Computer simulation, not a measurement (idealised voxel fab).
This section sets out a process module, namely voxel ribs on slabs.
Displayed cross-section: cut, width of 250 nm, square cells sized 5 nm.
Each cross-section below is a grid of square cells, stated as bands in top-down order, with one or more rows of cells making up each band. What a band's entry tells you: where the top is and where the bottom is, as heights in nm, and after that what lies inside, material by material from left to right, each with its width in nm. Empty space is written as the word "blank", and a single material marked with the word "throughout" occupies the band from edge to edge. Ref level 0: as-received wafer is one material below here. Bottom band extends down with no lower bound ("z 0 and below"). The width entry "30..40" should be interpreted row by row: the top row of cells in the band takes the first number, the bottom row takes the second number, and the change between adjacent rows is uniform throughout. Given "nothing was modified" for a step, no cell of the cross-section differs between before and after that step. Enclosed voids (no open way to top), threshold 8 cells or more, entry "Closed-off voids", notation width x height at distance, distance from left edge, nm. Anything after a step's settings on that line? It's the simulator's own note about the step. The "overlay nm" setting may appear on a step's line; for a step that uses a mask, it gives how far to the right of its planned position the mask lay, and a negative value indicates the left.

**Planned step list for the process**
1: RECEIVE: material Si
2: DIRECTIONAL_DEP: material SiO2, thk nm 25
3: DIRECTIONAL_DEP: material polySi, thk nm 15
4: DIRECTIONAL_DEP: material aC, thk nm 15
5: PATTERN: tone cover, mask id RIB, material resist, width nm 20, thk nm 35, overlay nm 0
6: DIRECTIONAL_ETCH: etch materials aC, depth nm 15
7: STRIP: etch materials resist
8: DIRECTIONAL_ETCH: etch materials polySi, depth nm 10
9: STRIP: etch materials aC
10: PATTERN: tone cover, mask id SLAB, material resist, width nm 50, thk nm 15, overlay nm 0
11: DIRECTIONAL_ETCH: etch materials polySi, depth nm 5
12: STRIP: etch materials resist
13: FILL_DEP: material SiO2, thk nm 30
14: CMP: height nm 60
15: DIRECTIONAL_DEP: material W, thk nm 5
16: PATTERN: tone cover, mask id HEATER, material resist, width nm 30, thk nm 20, overlay nm 0
17: DIRECTIONAL_ETCH: etch materials W, depth nm 5
18: STRIP: etch materials resist
19: CONFORMAL_DEP: material SiN, thk nm 5

**Incoming wafer, cross-sectional view, post step 1**
    z 0 and below | Si throughout
    Closed-off voids: none

**a wafer at the end: this start, this plan, one mistake**
    z 70 to 65 | blank (105), SiN (40), blank (105)
    z 65 to 60 | SiN (110), W (30), SiN (110)
    z 60 to 40 | SiO2 throughout
    z 40 to 30 | SiO2 (120), polySi (20), SiO2 (110)
    z 30 to 25 | SiO2 (100), polySi (50), SiO2 (100)
    z 25 to 0 | SiO2 throughout
    z 0 and below | Si throughout
    Closed-off voids: none
Here's what went sideways: step 5 ran with different settings than intended, the actual operation and settings being PATTERN: tone cover, mask id RIB, material resist, width nm 20, thk nm 35, overlay nm 5
